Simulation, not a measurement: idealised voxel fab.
This is a process module. Its name is voxel self aligned vias.
FYI the section here is cut, 225 nm wide, cells are 5 nm squares.
How to read a cross-section here: the picture is a grid of square cells, written as bands going from the top down, and any band can span one or more rows of cells. Quick guide to a band line: top height, bottom height (nm) up front; then every material left to right with its width in nm. Only one material and it's marked "throughout"? Then it fills the band edge to edge. And "empty" just means empty space. We count height from 0. Below that, the starting wafer is all one material. The lowest band never ends at the bottom but goes on down; see "0..down" for how that is written. When a width is written as two numbers, as in "30->40", the first number is the width in the top row of cells of the band and the second is the width in its bottom row, and the width changes by the same amount from each row to the next. The designation "identical to before", where it is given for a processing step, indicates that no cell of the cross-section was altered in the course of that step. This entry, "Closed internal voids", enumerates those empty regions of no fewer than 8 cells that possess no open connection to the top. Each region is reported in the form width x height at distance, the distance being taken from the left edge, with all three quantities expressed in nm. Heads up: the bit after the settings on a step's line is the simulator's remark on that step. Each step line may optionally specify "overlay nm", which for a step with a mask gives the rightward distance between the mask's planned place and where it lay, a negative value indicating the leftward direction. Pairs from here to the end. Each: cross-section before one process step, cross-section after it, the latter only as far down as the lowest band that changed. Under each: the step between, and its settings. Mind that the pairs may be taken from different runs of this module on the same starting wafer; whether a pair continues from the pair above depends on its entry headed "Pre-step snapshot", and it does only where that entry says so.

[Pre-step snapshot]
- 15..0 = SiO2 throughout
- 0..down = Si throughout
- Closed internal voids: none

[Post-Step Cross-Section]
- 20..15 = SiCN throughout
- Below 15, the layers are the same as they were.
- Closed internal voids: none
The cross-sections above show the structure before and after this step: CONFORMAL_DEP [material SiCN] [thk nm 5]

Pre-step snapshot: For the state before this step, see the after cross-section of the pair located directly above.

[Post-Step Cross-Section]
- 40..20 = lowk throughout
- Below 20, the layers are the same as they were.
- Closed internal voids: none
The cross-sections above show the structure before and after this step: DIRECTIONAL_DEP [material lowk] [thk nm 20]

Pre-step snapshot: For the state before this step, see the after cross-section of the pair located directly above.

[Post-Step Cross-Section]
- 50..40 = aC throughout
- Below 40, the layers are the same as they were.
- Closed internal voids: none
The cross-sections above show the structure before and after this step: DIRECTIONAL_DEP [material aC] [thk nm 10]

Pre-step snapshot: For the state before this step, see the after cross-section of the pair located directly above.

[Post-Step Cross-Section]
- 75..50 = resist 45 nm, empty 20 nm, resist 35 nm, empty 20 nm, resist 35 nm, empty 20 nm, resist 50 nm
- Below 50, the layers are the same as they were.
- Closed internal voids: none
The cross-sections above show the structure before and after this step: PATTERN [tone open] [mask id LINES] [material resist] [width nm 20] [pitch nm 55] [thk nm 25] [overlay nm 0]

Pre-step snapshot: For the state before this step, see the after cross-section of the pair located directly above.

[Post-Step Cross-Section]
- 65..50 = resist 45 nm, empty 20 nm, resist 35 nm, empty 20 nm, resist 35 nm, empty 20 nm, resist 50 nm
- 50..40 = aC 45 nm, empty 20 nm, aC 35 nm, empty 20 nm, aC 35 nm, empty 20 nm, aC 50 nm
- Below 40, the layers are the same as they were.
- Closed internal voids: none
The cross-sections above show the structure before and after this step: DIRECTIONAL_ETCH [etch materials aC] [depth nm 10]

Pre-step snapshot: For the state before this step, see the after cross-section of the pair located directly above.

[Post-Step Cross-Section]
- 50..40 = aC 45 nm, empty 20 nm, aC 35 nm, empty 20 nm, aC 35 nm, empty 20 nm, aC 50 nm
- Below 40, the layers are the same as they were.
- Closed internal voids: none
The cross-sections above show the structure before and after this step: STRIP [etch materials resist]

Pre-step snapshot: For the state before this step, see the after cross-section of the pair located directly above.

[Post-Step Cross-Section]
- 50..40 = aC 45 nm, empty 20 nm, aC 35 nm, empty 20 nm, aC 35 nm, empty 20 nm, aC 50 nm
- 40..20 = lowk 45 nm, empty 20 nm, lowk 35 nm, empty 20 nm, lowk 35 nm, empty 20 nm, lowk 50 nm
- Below 20, the layers are the same as they were.
- Closed internal voids: none
The cross-sections above show the structure before and after this step: DIRECTIONAL_ETCH [etch materials lowk] [depth nm 20]

Pre-step snapshot: For the state before this step, see the after cross-section of the pair located directly above.

[Post-Step Cross-Section]
- 40..20 = lowk 45 nm, empty 20 nm, lowk 35 nm, empty 20 nm, lowk 35 nm, empty 20 nm, lowk 50 nm
- Below 20, the layers are the same as they were.
- Closed internal voids: none
The cross-sections above show the structure before and after this step: STRIP [etch materials aC]

Pre-step snapshot: For the state before this step, see the after cross-section of the pair located directly above.

[Post-Step Cross-Section]
- 45..40 = TiN 50 nm, empty 10 nm, TiN 45 nm, empty 10 nm, TiN 45 nm, empty 10 nm, TiN 55 nm
- 40..25 = lowk 45 nm, TiN 5 nm, empty 10 nm, TiN 5 nm, lowk 35 nm, TiN 5 nm, empty 10 nm, TiN 5 nm, lowk 35 nm, TiN 5 nm, empty 10 nm, TiN 5 nm, lowk 50 nm
- 25..20 = lowk 45 nm, TiN 20 nm, lowk 35 nm, TiN 20 nm, lowk 35 nm, TiN 20 nm, lowk 50 nm
- Below 20, the layers are the same as they were.
- Closed internal voids: none
The cross-sections above show the structure before and after this step: CONFORMAL_DEP [material TiN] [thk nm 5]

Pre-step snapshot: For the state before this step, see the after cross-section of the pair located directly above.

[Post-Step Cross-Section]
- 55..45 = Ru throughout
- 45..40 = TiN 50 nm, Ru 10 nm, TiN 45 nm, Ru 10 nm, TiN 45 nm, Ru 10 nm, TiN 55 nm
- 40..25 = lowk 45 nm, TiN 5 nm, Ru 10 nm, TiN 5 nm, lowk 35 nm, TiN 5 nm, Ru 10 nm, TiN 5 nm, lowk 35 nm, TiN 5 nm, Ru 10 nm, TiN 5 nm, lowk 50 nm
- Below 25, the layers are the same as they were.
- Closed internal voids: none
The cross-sections above show the structure before and after this step: FILL_DEP [material Ru] [thk nm 10]

Pre-step snapshot: For the state before this step, see the after cross-section of the pair located directly above.

[Post-Step Cross-Section]
- 35..25 = lowk 45 nm, TiN 5 nm, Ru 10 nm, TiN 5 nm, lowk 35 nm, TiN 5 nm, Ru 10 nm, TiN 5 nm, lowk 35 nm, TiN 5 nm, Ru 10 nm, TiN 5 nm, lowk 50 nm
- Below 25, the layers are the same as they were.
- Closed internal voids: none
The cross-sections above show the structure before and after this step: CMP [height nm 35]

Pre-step snapshot: For the state before this step, see the after cross-section of the pair located directly above.

[Post-Step Cross-Section]
- 35..30 = lowk 45 nm, empty 20 nm, lowk 35 nm, empty 20 nm, lowk 35 nm, empty 20 nm, lowk 50 nm
- Below 30, the layers are the same as they were.
- Closed internal voids: none
The cross-sections above show the structure before and after this step: SELECTIVE_ETCH [etch materials W Ru TiN] [depth nm 5]

Pre-step snapshot: For the state before this step, see the after cross-section of the pair located directly above.

[Post-Step Cross-Section]
- 45..35 = SiN throughout
- 35..30 = lowk 45 nm, SiN 20 nm, lowk 35 nm, SiN 20 nm, lowk 35 nm, SiN 20 nm, lowk 50 nm
- Below 30, the layers are the same as they were.
- Closed internal voids: none
The cross-sections above show the structure before and after this step: FILL_DEP [material SiN] [thk nm 10]

Pre-step snapshot: For the state before this step, see the after cross-section of the pair located directly above.

[Post-Step Cross-Section]
- 35..30 = lowk 45 nm, SiN 20 nm, lowk 35 nm, SiN 20 nm, lowk 35 nm, SiN 20 nm, lowk 50 nm
- Below 30, the layers are the same as they were.
- Closed internal voids: none
The cross-sections above show the structure before and after this step: CMP [height nm 35]

Pre-step snapshot: For the state before this step, see the after cross-section of the pair located directly above.

[Post-Step Cross-Section]
- 50..35 = lowk throughout
- Below 35, the layers are the same as they were.
- Closed internal voids: none
The cross-sections above show the structure before and after this step: DIRECTIONAL_DEP [material lowk] [thk nm 15]

Pre-step snapshot: For the state before this step, see the after cross-section of the pair located directly above.

[Post-Step Cross-Section]
- 60..50 = aC throughout
- Below 50, the layers are the same as they were.
- Closed internal voids: none
The cross-sections above show the structure before and after this step: DIRECTIONAL_DEP [material aC] [thk nm 10]

Pre-step snapshot: For the state before this step, see the after cross-section of the pair located directly above.

[Post-Step Cross-Section]
- 85..60 = resist 35 nm, empty 40 nm, resist 70 nm, empty 40 nm, resist 40 nm
- Below 60, the layers are the same as they were.
- Closed internal voids: none
The cross-sections above show the structure before and after this step: PATTERN [tone open] [mask id VIAS] [material resist] [width nm 40] [pitch nm 110] [thk nm 25] [overlay nm 0]

Pre-step snapshot: For the state before this step, see the after cross-section of the pair located directly above.

[Post-Step Cross-Section]
- 75..60 = resist 35 nm, empty 40 nm, resist 70 nm, empty 40 nm, resist 40 nm
- 60..50 = aC 35 nm, empty 40 nm, aC 70 nm, empty 40 nm, aC 40 nm
- Below 50, the layers are the same as they were.
- Closed internal voids: none
The cross-sections above show the structure before and after this step: DIRECTIONAL_ETCH [etch materials aC] [depth nm 10]

Pre-step snapshot: For the state before this step, see the after cross-section of the pair located directly above.

[Post-Step Cross-Section]
- 60..50 = aC 35 nm, empty 40 nm, aC 70 nm, empty 40 nm, aC 40 nm
- Below 50, the layers are the same as they were.
- Closed internal voids: none
The cross-sections above show the structure before and after this step: STRIP [etch materials resist]

Pre-step snapshot: For the state before this step, see the after cross-section of the pair located directly above.

[Post-Step Cross-Section]
- 60..50 = aC 35 nm, empty 40 nm, aC 70 nm, empty 40 nm, aC 40 nm
- 50..35 = lowk 35 nm, empty 40 nm, lowk 70 nm, empty 40 nm, lowk 40 nm
- Below 35, the layers are the same as they were.
- Closed internal voids: none
The cross-sections above show the structure before and after this step: DIRECTIONAL_ETCH [etch materials lowk] [depth nm 15]

Pre-step snapshot: For the state before this step, see the after cross-section of the pair located directly above.

[Post-Step Cross-Section]
- 60..50 = aC 35 nm, empty 40 nm, aC 70 nm, empty 40 nm, aC 40 nm
- 50..35 = lowk 35 nm, empty 40 nm, lowk 70 nm, empty 40 nm, lowk 40 nm
- 35..30 = lowk 45 nm, empty 20 nm, lowk 35 nm, SiN 20 nm, lowk 35 nm, empty 20 nm, lowk 50 nm
- Below 30, the layers are the same as they were.
- Closed internal voids: none
The cross-sections above show the structure before and after this step: DIRECTIONAL_ETCH [etch materials SiN] [depth nm 5]

Pre-step snapshot: For the state before this step, see the after cross-section of the pair located directly above.

[Post-Step Cross-Section]
- 50..35 = lowk 35 nm, empty 40 nm, lowk 70 nm, empty 40 nm, lowk 40 nm
- Below 35, the layers are the same as they were.
- Closed internal voids: none
The cross-sections above show the structure before and after this step: STRIP [etch materials aC]

Pre-step snapshot: For the state before this step, see the after cross-section of the pair located directly above.

[Post-Step Cross-Section]
- 55..50 = TiN 40 nm, empty 30 nm, TiN 80 nm, empty 30 nm, TiN 45 nm
- 50..40 = lowk 35 nm, TiN 5 nm, empty 30 nm, TiN 5 nm, lowk 70 nm, TiN 5 nm, empty 30 nm, TiN 5 nm, lowk 40 nm
- 40..35 = lowk 35 nm, TiN 15 nm, empty 10 nm, TiN 15 nm, lowk 70 nm, TiN 15 nm, empty 10 nm, TiN 15 nm, lowk 40 nm
- 35..30 = lowk 45 nm, TiN 20 nm, lowk 35 nm, SiN 20 nm, lowk 35 nm, TiN 20 nm, lowk 50 nm
- Below 30, the layers are the same as they were.
- Closed internal voids: none
The cross-sections above show the structure before and after this step: CONFORMAL_DEP [material TiN] [thk nm 5]

Pre-step snapshot: For the state before this step, see the after cross-section of the pair located directly above.

[Post-Step Cross-Section]
- 65..55 = Ru throughout
- 55..50 = TiN 40 nm, Ru 30 nm, TiN 80 nm, Ru 30 nm, TiN 45 nm
- 50..40 = lowk 35 nm, TiN 5 nm, Ru 30 nm, TiN 5 nm, lowk 70 nm, TiN 5 nm, Ru 30 nm, TiN 5 nm, lowk 40 nm
- 40..35 = lowk 35 nm, TiN 15 nm, Ru 10 nm, TiN 15 nm, lowk 70 nm, TiN 15 nm, Ru 10 nm, TiN 15 nm, lowk 40 nm
- Below 35, the layers are the same as they were.
- Closed internal voids: none
The cross-sections above show the structure before and after this step: FILL_DEP [material Ru] [thk nm 10]

Pre-step snapshot: For the state before this step, see the after cross-section of the pair located directly above.

[Post-Step Cross-Section]
- 50..40 = lowk 35 nm, TiN 5 nm, Ru 30 nm, TiN 5 nm, lowk 70 nm, TiN 5 nm, Ru 30 nm, TiN 5 nm, lowk 40 nm
- Below 40, the layers are the same as they were.
- Closed internal voids: none
The cross-sections above show the structure before and after this step: CMP [height nm 50]

Pre-step snapshot: For the state before this step, see the after cross-section of the pair located directly above.

[Post-Step Cross-Section]
- 55..50 = SiCN throughout
- Below 50, the layers are the same as they were.
- Closed internal voids: none
The cross-sections above show the structure before and after this step: CONFORMAL_DEP [material SiCN] [thk nm 5]

[Pre-step snapshot]
- 60..50 = aC throughout
- 50..35 = lowk throughout
- 35..30 = lowk 45 nm, SiN 20 nm, lowk 35 nm, SiN 20 nm, lowk 35 nm, SiN 20 nm, lowk 50 nm
- 30..20 = lowk 45 nm, TiN 5 nm, Ru 10 nm, TiN 5 nm, lowk 35 nm, TiN 5 nm, Ru 10 nm, TiN 5 nm, lowk 35 nm, TiN 5 nm, Ru 10 nm, TiN 5 nm, lowk 50 nm
- 20..15 = lowk 45 nm, TiN 20 nm, lowk 35 nm, TiN 20 nm, lowk 35 nm, TiN 20 nm, lowk 50 nm
- 15..10 = SiCN throughout
- 10..0 = SiO2 throughout
- 0..down = Si throughout
- Closed internal voids: none

[Post-Step Cross-Section]
- 85..60 = resist 30 nm, empty 50 nm, resist 60 nm, empty 50 nm, resist 35 nm
- Below 60, the layers are the same as they were.
- Closed internal voids: none
The cross-sections above show the structure before and after this step: PATTERN [tone open] [mask id VIAS] [material resist] [width nm 50] [pitch nm 110] [thk nm 25] [overlay nm 0]

Pre-step snapshot: For the state before this step, see the after cross-section of the pair located directly above.

[Post-Step Cross-Section]
- 75..60 = resist 30 nm, empty 50 nm, resist 60 nm, empty 50 nm, resist 35 nm
- 60..50 = aC 30 nm, empty 50 nm, aC 60 nm, empty 50 nm, aC 35 nm
- Below 50, the layers are the same as they were.
- Closed internal voids: none
The cross-sections above show the structure before and after this step: DIRECTIONAL_ETCH [etch materials aC] [depth nm 10]

Pre-step snapshot: For the state before this step, see the after cross-section of the pair located directly above.

[Post-Step Cross-Section]
- 60..50 = aC 30 nm, empty 50 nm, aC 60 nm, empty 50 nm, aC 35 nm
- Below 50, the layers are the same as they were.
- Closed internal voids: none
The cross-sections above show the structure before and after this step: STRIP [etch materials resist]

Pre-step snapshot: For the state before this step, see the after cross-section of the pair located directly above.

[Post-Step Cross-Section]
- 60..50 = aC 30 nm, empty 50 nm, aC 60 nm, empty 50 nm, aC 35 nm
- 50..35 = lowk 30 nm, empty 50 nm, lowk 60 nm, empty 50 nm, lowk 35 nm
- Below 35, the layers are the same as they were.
- Closed internal voids: none
The cross-sections above show the structure before and after this step: DIRECTIONAL_ETCH [etch materials lowk] [depth nm 15]

Pre-step snapshot: For the state before this step, see the after cross-section of the pair located directly above.

[Post-Step Cross-Section]
- 60..50 = aC 30 nm, empty 50 nm, aC 60 nm, empty 50 nm, aC 35 nm
- 50..35 = lowk 30 nm, empty 50 nm, lowk 60 nm, empty 50 nm, lowk 35 nm
- 35..30 = lowk 45 nm, empty 20 nm, lowk 35 nm, SiN 20 nm, lowk 35 nm, empty 20 nm, lowk 50 nm
- Below 30, the layers are the same as they were.
- Closed internal voids: none
The cross-sections above show the structure before and after this step: DIRECTIONAL_ETCH [etch materials SiN] [depth nm 5]

Pre-step snapshot: For the state before this step, see the after cross-section of the pair located directly above.

[Post-Step Cross-Section]
- 50..35 = lowk 30 nm, empty 50 nm, lowk 60 nm, empty 50 nm, lowk 35 nm
- Below 35, the layers are the same as they were.
- Closed internal voids: none
The cross-sections above show the structure before and after this step: STRIP [etch materials aC]

Pre-step snapshot: For the state before this step, see the after cross-section of the pair located directly above.

[Post-Step Cross-Section]
- 55..50 = TiN 35 nm, empty 40 nm, TiN 70 nm, empty 40 nm, TiN 40 nm
- 50..40 = lowk 30 nm, TiN 5 nm, empty 40 nm, TiN 5 nm, lowk 60 nm, TiN 5 nm, empty 40 nm, TiN 5 nm, lowk 35 nm
- 40..35 = lowk 30 nm, TiN 20 nm, empty 10 nm, TiN 20 nm, lowk 60 nm, TiN 20 nm, empty 10 nm, TiN 20 nm, lowk 35 nm
- 35..30 = lowk 45 nm, TiN 20 nm, lowk 35 nm, SiN 20 nm, lowk 35 nm, TiN 20 nm, lowk 50 nm
- Below 30, the layers are the same as they were.
- Closed internal voids: none
The cross-sections above show the structure before and after this step: CONFORMAL_DEP [material TiN] [thk nm 5]

Pre-step snapshot: For the state before this step, see the after cross-section of the pair located directly above.

[Post-Step Cross-Section]
- 65..55 = Ru throughout
- 55..50 = TiN 35 nm, Ru 40 nm, TiN 70 nm, Ru 40 nm, TiN 40 nm
- 50..40 = lowk 30 nm, TiN 5 nm, Ru 40 nm, TiN 5 nm, lowk 60 nm, TiN 5 nm, Ru 40 nm, TiN 5 nm, lowk 35 nm
- 40..35 = lowk 30 nm, TiN 20 nm, Ru 10 nm, TiN 20 nm, lowk 60 nm, TiN 20 nm, Ru 10 nm, TiN 20 nm, lowk 35 nm
- Below 35, the layers are the same as they were.
- Closed internal voids: none
The cross-sections above show the structure before and after this step: FILL_DEP [material Ru] [thk nm 10]

Pre-step snapshot: For the state before this step, see the after cross-section of the pair located directly above.

[Post-Step Cross-Section]
- 50..40 = lowk 30 nm, TiN 5 nm, Ru 40 nm, TiN 5 nm, lowk 60 nm, TiN 5 nm, Ru 40 nm, TiN 5 nm, lowk 35 nm
- Below 40, the layers are the same as they were.
- Closed internal voids: none
The cross-sections above show the structure before and after this step: CMP [height nm 50]

Pre-step snapshot: For the state before this step, see the after cross-section of the pair located directly above.

[Post-Step Cross-Section]
- 55..50 = SiCN throughout
- Below 50, the layers are the same as they were.
- Closed internal voids: none
The cross-sections above show the structure before and after this step: CONFORMAL_DEP [material SiCN] [thk nm 5]

[Pre-step snapshot]
- 45..35 = aC throughout
- 35..15 = lowk throughout
- 15..10 = SiCN throughout
- 10..0 = SiO2 throughout
- 0..down = Si throughout
- Closed internal voids: none

[Post-Step Cross-Section]
- 70..45 = resist 40 nm, empty 20 nm, resist 35 nm, empty 20 nm, resist 35 nm, empty 20 nm, resist 55 nm
- Below 45, the layers are the same as they were.
- Closed internal voids: none
The cross-sections above show the structure before and after this step: PATTERN [tone open] [mask id LINES] [material resist] [width nm 20] [pitch nm 55] [thk nm 25] [overlay nm -5]

Pre-step snapshot: For the state before this step, see the after cross-section of the pair located directly above.

[Post-Step Cross-Section]
- 60..45 = resist 40 nm, empty 20 nm, resist 35 nm, empty 20 nm, resist 35 nm, empty 20 nm, resist 55 nm
- 45..35 = aC 40 nm, empty 20 nm, aC 35 nm, empty 20 nm, aC 35 nm, empty 20 nm, aC 55 nm
- Below 35, the layers are the same as they were.
- Closed internal voids: none
The cross-sections above show the structure before and after this step: DIRECTIONAL_ETCH [etch materials aC] [depth nm 10]

Pre-step snapshot: For the state before this step, see the after cross-section of the pair located directly above.

[Post-Step Cross-Section]
- 45..35 = aC 40 nm, empty 20 nm, aC 35 nm, empty 20 nm, aC 35 nm, empty 20 nm, aC 55 nm
- Below 35, the layers are the same as they were.
- Closed internal voids: none
The cross-sections above show the structure before and after this step: STRIP [etch materials resist]

Pre-step snapshot: For the state before this step, see the after cross-section of the pair located directly above.

[Post-Step Cross-Section]
- 45..35 = aC 40 nm, empty 20 nm, aC 35 nm, empty 20 nm, aC 35 nm, empty 20 nm, aC 55 nm
- 35..15 = lowk 40 nm, empty 20 nm, lowk 35 nm, empty 20 nm, lowk 35 nm, empty 20 nm, lowk 55 nm
- Below 15, the layers are the same as they were.
- Closed internal voids: none
The cross-sections above show the structure before and after this step: DIRECTIONAL_ETCH [etch materials lowk] [depth nm 20]

Pre-step snapshot: For the state before this step, see the after cross-section of the pair located directly above.

[Post-Step Cross-Section]
- 35..15 = lowk 40 nm, empty 20 nm, lowk 35 nm, empty 20 nm, lowk 35 nm, empty 20 nm, lowk 55 nm
- Below 15, the layers are the same as they were.
- Closed internal voids: none
The cross-sections above show the structure before and after this step: STRIP [etch materials aC]

Pre-step snapshot: For the state before this step, see the after cross-section of the pair located directly above.

[Post-Step Cross-Section]
- 40..35 = TiN 45 nm, empty 10 nm, TiN 45 nm, empty 10 nm, TiN 45 nm, empty 10 nm, TiN 60 nm
- 35..20 = lowk 40 nm, TiN 5 nm, empty 10 nm, TiN 5 nm, lowk 35 nm, TiN 5 nm, empty 10 nm, TiN 5 nm, lowk 35 nm, TiN 5 nm, empty 10 nm, TiN 5 nm, lowk 55 nm
- 20..15 = lowk 40 nm, TiN 20 nm, lowk 35 nm, TiN 20 nm, lowk 35 nm, TiN 20 nm, lowk 55 nm
- Below 15, the layers are the same as they were.
- Closed internal voids: none
The cross-sections above show the structure before and after this step: CONFORMAL_DEP [material TiN] [thk nm 5]

Pre-step snapshot: For the state before this step, see the after cross-section of the pair located directly above.

[Post-Step Cross-Section]
- 50..40 = Ru throughout
- 40..35 = TiN 45 nm, Ru 10 nm, TiN 45 nm, Ru 10 nm, TiN 45 nm, Ru 10 nm, TiN 60 nm
- 35..20 = lowk 40 nm, TiN 5 nm, Ru 10 nm, TiN 5 nm, lowk 35 nm, TiN 5 nm, Ru 10 nm, TiN 5 nm, lowk 35 nm, TiN 5 nm, Ru 10 nm, TiN 5 nm, lowk 55 nm
- Below 20, the layers are the same as they were.
- Closed internal voids: none
The cross-sections above show the structure before and after this step: FILL_DEP [material Ru] [thk nm 10]

Pre-step snapshot: For the state before this step, see the after cross-section of the pair located directly above.

[Post-Step Cross-Section]
- 35..20 = lowk 40 nm, TiN 5 nm, Ru 10 nm, TiN 5 nm, lowk 35 nm, TiN 5 nm, Ru 10 nm, TiN 5 nm, lowk 35 nm, TiN 5 nm, Ru 10 nm, TiN 5 nm, lowk 55 nm
- Below 20, the layers are the same as they were.
- Closed internal voids: none
The cross-sections above show the structure before and after this step: CMP [height nm 35]

Pre-step snapshot: For the state before this step, see the after cross-section of the pair located directly above.

[Post-Step Cross-Section]
- 35..30 = lowk 40 nm, empty 20 nm, lowk 35 nm, empty 20 nm, lowk 35 nm, empty 20 nm, lowk 55 nm
- Below 30, the layers are the same as they were.
- Closed internal voids: none
The cross-sections above show the structure before and after this step: SELECTIVE_ETCH [etch materials W Ru TiN] [depth nm 5]

Pre-step snapshot: For the state before this step, see the after cross-section of the pair located directly above.

[Post-Step Cross-Section]
- 45..35 = SiN throughout
- 35..30 = lowk 40 nm, SiN 20 nm, lowk 35 nm, SiN 20 nm, lowk 35 nm, SiN 20 nm, lowk 55 nm
- Below 30, the layers are the same as they were.
- Closed internal voids: none
The cross-sections above show the structure before and after this step: FILL_DEP [material SiN] [thk nm 10]

Pre-step snapshot: For the state before this step, see the after cross-section of the pair located directly above.

[Post-Step Cross-Section]
- 35..30 = lowk 40 nm, SiN 20 nm, lowk 35 nm, SiN 20 nm, lowk 35 nm, SiN 20 nm, lowk 55 nm
- Below 30, the layers are the same as they were.
- Closed internal voids: none
The cross-sections above show the structure before and after this step: CMP [height nm 35]

Pre-step snapshot: For the state before this step, see the after cross-section of the pair located directly above.

[Post-Step Cross-Section]
- 50..35 = lowk throughout
- Below 35, the layers are the same as they were.
- Closed internal voids: none
The cross-sections above show the structure before and after this step: DIRECTIONAL_DEP [material lowk] [thk nm 15]

Pre-step snapshot: For the state before this step, see the after cross-section of the pair located directly above.

[Post-Step Cross-Section]
- 60..50 = aC throughout
- Below 50, the layers are the same as they were.
- Closed internal voids: none
The cross-sections above show the structure before and after this step: DIRECTIONAL_DEP [material aC] [thk nm 10]

Pre-step snapshot: For the state before this step, see the after cross-section of the pair located directly above.

[Post-Step Cross-Section]
- 85..60 = resist 35 nm, empty 40 nm, resist 70 nm, empty 40 nm, resist 40 nm
- Below 60, the layers are the same as they were.
- Closed internal voids: none
The cross-sections above show the structure before and after this step: PATTERN [tone open] [mask id VIAS] [material resist] [width nm 40] [pitch nm 110] [thk nm 25] [overlay nm 0]

Pre-step snapshot: For the state before this step, see the after cross-section of the pair located directly above.

[Post-Step Cross-Section]
- 75..60 = resist 35 nm, empty 40 nm, resist 70 nm, empty 40 nm, resist 40 nm
- 60..50 = aC 35 nm, empty 40 nm, aC 70 nm, empty 40 nm, aC 40 nm
- Below 50, the layers are the same as they were.
- Closed internal voids: none
The cross-sections above show the structure before and after this step: DIRECTIONAL_ETCH [etch materials aC] [depth nm 10]

Pre-step snapshot: For the state before this step, see the after cross-section of the pair located directly above.

[Post-Step Cross-Section]
- 60..50 = aC 35 nm, empty 40 nm, aC 70 nm, empty 40 nm, aC 40 nm
- Below 50, the layers are the same as they were.
- Closed internal voids: none
The cross-sections above show the structure before and after this step: STRIP [etch materials resist]

Pre-step snapshot: For the state before this step, see the after cross-section of the pair located directly above.

[Post-Step Cross-Section]
- 60..50 = aC 35 nm, empty 40 nm, aC 70 nm, empty 40 nm, aC 40 nm
- 50..35 = lowk 35 nm, empty 40 nm, lowk 70 nm, empty 40 nm, lowk 40 nm
- Below 35, the layers are the same as they were.
- Closed internal voids: none
The cross-sections above show the structure before and after this step: DIRECTIONAL_ETCH [etch materials lowk] [depth nm 15]

Pre-step snapshot: For the state before this step, see the after cross-section of the pair located directly above.

[Post-Step Cross-Section]
- 60..50 = aC 35 nm, empty 40 nm, aC 70 nm, empty 40 nm, aC 40 nm
- 50..35 = lowk 35 nm, empty 40 nm, lowk 70 nm, empty 40 nm, lowk 40 nm
- 35..30 = lowk 40 nm, empty 20 nm, lowk 35 nm, SiN 20 nm, lowk 35 nm, empty 20 nm, lowk 55 nm
- Below 30, the layers are the same as they were.
- Closed internal voids: none
The cross-sections above show the structure before and after this step: DIRECTIONAL_ETCH [etch materials SiN] [depth nm 5]

Pre-step snapshot: For the state before this step, see the after cross-section of the pair located directly above.

[Post-Step Cross-Section]
- 50..35 = lowk 35 nm, empty 40 nm, lowk 70 nm, empty 40 nm, lowk 40 nm
- Below 35, the layers are the same as they were.
- Closed internal voids: none
The cross-sections above show the structure before and after this step: STRIP [etch materials aC]

Pre-step snapshot: For the state before this step, see the after cross-section of the pair located directly above.

[Post-Step Cross-Section]
- 55..50 = TiN 40 nm, empty 30 nm, TiN 80 nm, empty 30 nm, TiN 45 nm
- 50..40 = lowk 35 nm, TiN 5 nm, empty 30 nm, TiN 5 nm, lowk 70 nm, TiN 5 nm, empty 30 nm, TiN 5 nm, lowk 40 nm
- 40..35 = lowk 35 nm, TiN 10 nm, empty 10 nm, TiN 20 nm, lowk 70 nm, TiN 10 nm, empty 10 nm, TiN 20 nm, lowk 40 nm
- 35..30 = lowk 40 nm, TiN 20 nm, lowk 35 nm, SiN 20 nm, lowk 35 nm, TiN 20 nm, lowk 55 nm
- Below 30, the layers are the same as they were.
- Closed internal voids: none
The cross-sections above show the structure before and after this step: CONFORMAL_DEP [material TiN] [thk nm 5]

Pre-step snapshot: For the state before this step, see the after cross-section of the pair located directly above.

[Post-Step Cross-Section]
- 65..55 = Ru throughout
- 55..50 = TiN 40 nm, Ru 30 nm, TiN 80 nm, Ru 30 nm, TiN 45 nm
- 50..40 = lowk 35 nm, TiN 5 nm, Ru 30 nm, TiN 5 nm, lowk 70 nm, TiN 5 nm, Ru 30 nm, TiN 5 nm, lowk 40 nm
- 40..35 = lowk 35 nm, TiN 10 nm, Ru 10 nm, TiN 20 nm, lowk 70 nm, TiN 10 nm, Ru 10 nm, TiN 20 nm, lowk 40 nm
- Below 35, the layers are the same as they were.
- Closed internal voids: none
The cross-sections above show the structure before and after this step: FILL_DEP [material Ru] [thk nm 10]

Pre-step snapshot: For the state before this step, see the after cross-section of the pair located directly above.

[Post-Step Cross-Section]
- 50..40 = lowk 35 nm, TiN 5 nm, Ru 30 nm, TiN 5 nm, lowk 70 nm, TiN 5 nm, Ru 30 nm, TiN 5 nm, lowk 40 nm
- Below 40, the layers are the same as they were.
- Closed internal voids: none
The cross-sections above show the structure before and after this step: CMP [height nm 50]

Pre-step snapshot: For the state before this step, see the after cross-section of the pair located directly above.

[Post-Step Cross-Section]
- 55..50 = SiCN throughout
- Below 50, the layers are the same as they were.
- Closed internal voids: none
The cross-sections above show the structure before and after this step: CONFORMAL_DEP [material SiCN] [thk nm 5]

[Pre-step snapshot]
- 50..40 = lowk 35 nm, TiN 5 nm, Ru 30 nm, TiN 5 nm, lowk 70 nm, TiN 5 nm, Ru 30 nm, TiN 5 nm, lowk 40 nm
- 40..35 = lowk 35 nm, TiN 15 nm, Ru 10 nm, TiN 15 nm, lowk 70 nm, TiN 15 nm, Ru 10 nm, TiN 15 nm, lowk 40 nm
- 35..30 = lowk 45 nm, TiN 20 nm, lowk 35 nm, SiN 20 nm, lowk 35 nm, TiN 20 nm, lowk 50 nm
- 30..20 = lowk 45 nm, TiN 5 nm, Ru 10 nm, TiN 5 nm, lowk 35 nm, TiN 5 nm, Ru 10 nm, TiN 5 nm, lowk 35 nm, TiN 5 nm, Ru 10 nm, TiN 5 nm, lowk 50 nm
- 20..15 = lowk 45 nm, TiN 20 nm, lowk 35 nm, TiN 20 nm, lowk 35 nm, TiN 20 nm, lowk 50 nm
- 15..10 = SiCN throughout
- 10..0 = SiO2 throughout
- 0..down = Si throughout
- Closed internal voids: none

[Post-Step Cross-Section]
- 55..50 = SiO2 throughout
- Below 50, the layers are the same as they were.
- Closed internal voids: none
The cross-sections above show the structure before and after this step: CONFORMAL_DEP [material SiO2] [thk nm 5]

[Pre-step snapshot]
- 60..50 = aC throughout
- 50..35 = lowk throughout
- 35..30 = lowk 45 nm, SiN 20 nm, lowk 35 nm, SiN 20 nm, lowk 35 nm, SiN 20 nm, lowk 50 nm
- 30..20 = lowk 45 nm, TiN 5 nm, Ru 10 nm, TiN 5 nm, lowk 35 nm, TiN 5 nm, Ru 10 nm, TiN 5 nm, lowk 35 nm, TiN 5 nm, Ru 10 nm, TiN 5 nm, lowk 50 nm
- 20..15 = lowk 45 nm, TiN 20 nm, lowk 35 nm, TiN 20 nm, lowk 35 nm, TiN 20 nm, lowk 50 nm
- 15..10 = SiCN throughout
- 10..0 = SiO2 throughout
- 0..down = Si throughout
- Closed internal voids: none

[Post-Step Cross-Section]
- 85..60 = empty 35 nm, resist 40 nm, empty 70 nm, resist 40 nm, empty 40 nm
- Below 60, the layers are the same as they were.
- Closed internal voids: none
The cross-sections above show the structure before and after this step: PATTERN [tone cover] [mask id VIAS] [material resist] [width nm 40] [pitch nm 110] [thk nm 25] [overlay nm 0]
